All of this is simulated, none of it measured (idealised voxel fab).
Herein follows the process module entitled voxel transistor to metal.
In the cross-section labelled cut, the width is 280 nm and each square cell is 5 nm.
Think of the cross-section as a grid of square cells. We describe it in bands, top to bottom, and each band covers one or more rows of those cells.
Heights first: top, then bottom, in nm. Then materials, left to right, each with a width in nm. "edge to edge" on a single material: fills the band edge to edge. "empty": empty space.
Measure heights from 0. That's the level where, below it, the as-received wafer is all one material. The lowest band is bottomless and extends downward; write it as in "from 0 down".
Width spec "30..40" -> top row of cells at first value, bottom row at second value, equal per-row change in between.
Step marked "everything unchanged"? Then no cell in the cross-section changed in it.
"Enclosed internal voids" contains a list of empty spaces, each no smaller than 8 cells and without an open way to the top, written in the form width x height at distance with the distance from the left edge and all three in nm.
Formally, on a step line, whatever follows the settings is a remark that the simulator itself makes on the step.
When a step includes a mask, the "overlay nm" setting on its line states how far to the right of its planned place that mask lay, and negative values state how far to the left.
SET OUT BELOW ARE THE PLANNED STEPS OF THE PROCESS
1. RECEIVE (material Si)
2. CONFORMAL_DEP (material SiO2; thk nm 5)
3. CONFORMAL_DEP (material SiN; thk nm 15)
4. DIRECTIONAL_DEP (material aC; thk nm 10)
5. PATTERN (tone cover; mask id ACTIVE; material resist; width nm 105; pitch nm 125; thk nm 25; overlay nm 0)
6. DIRECTIONAL_ETCH (etch materials aC; depth nm 10)
7. STRIP (etch materials resist)
8. DIRECTIONAL_ETCH (etch materials SiN; depth nm 15)
9. DIRECTIONAL_ETCH (etch materials SiO2; depth nm 5)
10. DIRECTIONAL_ETCH (etch materials Si; depth nm 30)
11. STRIP (etch materials aC)
12. FILL_DEP (material SiO2; thk nm 5)
13. CMP (height nm 20)
14. SELECTIVE_ETCH (etch materials SiO2; depth nm 15)
15. STRIP (etch materials SiN)
16. SELECTIVE_ETCH (etch materials SiO2; depth nm 5)
17. OXIDIZE (depth nm 5)
18. DIRECTIONAL_DEP (material polySi; thk nm 30)
19. DIRECTIONAL_DEP (material SiCN; thk nm 15)
20. PATTERN (tone cover; mask id GATE; material resist; width nm 25; pitch nm 125; thk nm 15; overlay nm 0)
21. DIRECTIONAL_ETCH (etch materials SiCN; depth nm 25)
22. DIRECTIONAL_ETCH (etch materials polySi; depth nm 40)
23. STRIP (etch materials resist)
24. CONFORMAL_DEP (material SiO2; thk nm 5)
25. DIRECTIONAL_ETCH (etch materials SiO2; depth nm 5)
26. CONFORMAL_DEP (material SiN; thk nm 10)
27. DIRECTIONAL_ETCH (etch materials SiN; depth nm 10)
28. DIRECTIONAL_ETCH (etch materials SiO2; depth nm 5)
29. DIRECTIONAL_ETCH (etch materials Si; depth nm 15)
30. EPI (material SiGe; thk nm 20)
31. FILL_DEP (material SiO2; thk nm 10)
32. CMP (height nm 45)
33. DIRECTIONAL_DEP (material SiO2; thk nm 10)
34. DIRECTIONAL_DEP (material aC; thk nm 10)
35. PATTERN (tone open; mask id CONTACT; material resist; width nm 30; thk nm 25; overlay nm 0)
36. DIRECTIONAL_ETCH (etch materials aC; depth nm 10)
37. STRIP (etch materials resist)
38. DIRECTIONAL_ETCH (etch materials SiO2; depth nm 40)
39. STRIP (etch materials aC)
40. CONFORMAL_DEP (material TiN; thk nm 5)
41. FILL_DEP (material W; thk nm 10)
42. CMP (height nm 55)
43. DIRECTIONAL_DEP (material TiN; thk nm 5)
44. DIRECTIONAL_DEP (material Ru; thk nm 20)
45. DIRECTIONAL_DEP (material aC; thk nm 10)
46. PATTERN (tone cover; mask id METAL_1; material resist; width nm 20; thk nm 25; overlay nm 0)
47. DIRECTIONAL_ETCH (etch materials aC; depth nm 10)
48. STRIP (etch materials resist)
49. DIRECTIONAL_ETCH (etch materials Ru; depth nm 20)
50. DIRECTIONAL_ETCH (etch materials TiN; depth nm 5)
51. STRIP (etch materials aC)
52. FILL_DEP (material SiO2; thk nm 5)
53. CMP (height nm 80)
54. CONFORMAL_DEP (material SiN; thk nm 5)
CROSS-SECTION OF THE WAFER AT RECEIPT, WHICH IS THE CONDITION AFTER STEP 1
from 0 down  Si edge to edge
Enclosed internal voids: none
WAFER CROSS-SECTION AT MODULE END: FIRST OF TWO, RUN TO PLAN
from 85 to 80  SiN edge to edge
from 80 to 60  30 SiO2 / 20 Ru / 55 SiO2 / 20 Ru / 30 SiO2 / 20 Ru / 55 SiO2 / 20 Ru / 30 SiO2
from 60 to 55  30 SiO2 / 20 TiN / 55 SiO2 / 20 TiN / 30 SiO2 / 20 TiN / 55 SiO2 / 20 TiN / 30 SiO2
from 55 to 45  30 SiO2 / 5 TiN / 20..10 W / 5..15 TiN / 35 SiO2 / 5..15 TiN / 20..10 W / 5 TiN / 30 SiO2 / 5 TiN / 20..10 W / 5..15 TiN / 35 SiO2 / 5..15 TiN / 20..10 W / 5 TiN / 30 SiO2
from 45 to 30  30 SiO2 / 5 TiN / 10 W / 5 TiN / 10 SiN / 5 SiO2 / 25 SiCN / 5 SiO2 / 10 SiN / 5 TiN / 10 W / 5 TiN / 30 SiO2 / 5 TiN / 10 W / 5 TiN / 10 SiN / 5 SiO2 / 25 SiCN / 5 SiO2 / 10 SiN / 5 TiN / 10 W / 5 TiN / 30 SiO2
from 30 to 20  30 SiO2 / 5 TiN / 10 W / 5 TiN / 10 SiN / 5 SiO2 / 25 polySi / 5 SiO2 / 10 SiN / 5 TiN / 10 W / 5 TiN / 30 SiO2 / 5 TiN / 10 W / 5 TiN / 10 SiN / 5 SiO2 / 25 polySi / 5 SiO2 / 10 SiN / 5 TiN / 10 W / 5 TiN / 30 SiO2
from 20 to 15  30 SiO2 / 20 TiN / 10 SiN / 5 SiO2 / 25 polySi / 5 SiO2 / 10 SiN / 20 TiN / 30 SiO2 / 20 TiN / 10 SiN / 5 SiO2 / 25 polySi / 5 SiO2 / 10 SiN / 20 TiN / 30 SiO2
from 15 to 0  30 SiO2 / 20 SiGe / 10 SiN / 5 SiO2 / 25 polySi / 5 SiO2 / 10 SiN / 20 SiGe / 30 SiO2 / 20 SiGe / 10 SiN / 5 SiO2 / 25 polySi / 5 SiO2 / 10 SiN / 20 SiGe / 30 SiO2
from 0 to -5  20 SiO2 / 30 SiGe / 55 SiO2 / 30 SiGe / 10 SiO2 / 30 SiGe / 55 SiO2 / 30 SiGe / 20 SiO2
from -5 to -20  25 SiO2 / 25 SiGe / 55 Si / 25 SiGe / 20 SiO2 / 25 SiGe / 55 Si / 25 SiGe / 25 SiO2
from -20 to -30  25 SiO2 / 105 Si / 20 SiO2 / 105 Si / 25 SiO2
from -30 down  Si edge to edge
Enclosed internal voids: none
WAFER TWO, SECTIONED AFTER THE MODULE: THE FIRST WAFER'S START, THE FIRST WAFER'S PLAN, AND ONE MISTAKE IN HOW IT WAS RUN
from 85 to 80  SiN edge to edge
from 80 to 60  30 SiO2 / 20 Ru / 55 SiO2 / 20 Ru / 30 SiO2 / 20 Ru / 55 SiO2 / 20 Ru / 30 SiO2
from 60 to 55  30 SiO2 / 20 TiN / 55 SiO2 / 20 TiN / 30 SiO2 / 20 TiN / 55 SiO2 / 20 TiN / 30 SiO2
from 55 to 45  30 SiO2 / 5 TiN / 20..10 W / 5..15 TiN / 35 SiO2 / 5..15 TiN / 20..10 W / 5 TiN / 30 SiO2 / 5 TiN / 20..10 W / 5..15 TiN / 35 SiO2 / 5..15 TiN / 20..10 W / 5 TiN / 30 SiO2
from 45 to 30  30 SiO2 / 5 TiN / 10 W / 5 TiN / 10 SiN / 5 SiO2 / 25 SiCN / 5 SiO2 / 10 SiN / 5 TiN / 10 W / 5 TiN / 30 SiO2 / 5 TiN / 10 W / 5 TiN / 10 SiN / 5 SiO2 / 25 SiCN / 5 SiO2 / 10 SiN / 5 TiN / 10 W / 5 TiN / 30 SiO2
from 30 to 20  30 SiO2 / 5 TiN / 10 W / 5 TiN / 10 SiN / 5 SiO2 / 25 polySi / 5 SiO2 / 10 SiN / 5 TiN / 10 W / 5 TiN / 30 SiO2 / 5 TiN / 10 W / 5 TiN / 10 SiN / 5 SiO2 / 25 polySi / 5 SiO2 / 10 SiN / 5 TiN / 10 W / 5 TiN / 30 SiO2
from 20 to 15  30 SiO2 / 20 TiN / 10 SiN / 5 SiO2 / 25 polySi / 5 SiO2 / 10 SiN / 20 TiN / 30 SiO2 / 20 TiN / 10 SiN / 5 SiO2 / 25 polySi / 5 SiO2 / 10 SiN / 20 TiN / 30 SiO2
from 15 to 0  30 SiO2 / 20 SiGe / 10 SiN / 5 SiO2 / 25 polySi / 5 SiO2 / 10 SiN / 20 SiGe / 30 SiO2 / 20 SiGe / 10 SiN / 5 SiO2 / 25 polySi / 5 SiO2 / 10 SiN / 20 SiGe / 30 SiO2
from 0 to -5  15 SiO2 / 35 SiGe / 55 SiO2 / 25 SiGe / 10 SiO2 / 35 SiGe / 55 SiO2 / 25 SiGe / 25 SiO2
from -5 to -20  20 SiO2 / 30 SiGe / 55 Si / 20 SiGe / 20 SiO2 / 30 SiGe / 55 Si / 20 SiGe / 30 SiO2
from -20 to -30  20 SiO2 / 105 Si / 20 SiO2 / 105 Si / 30 SiO2
from -30 down  Si edge to edge
Enclosed internal voids: none
It is concluded that the wafer was processed incorrectly with respect to the plan, in that step 5 ran as: PATTERN (tone cover; mask id ACTIVE; material resist; width nm 105; pitch nm 125; thk nm 25; overlay nm -5)
In the final comparison it is observed that the number of cells assigned to each material is identical for the two wafers, whereas their placement is not.
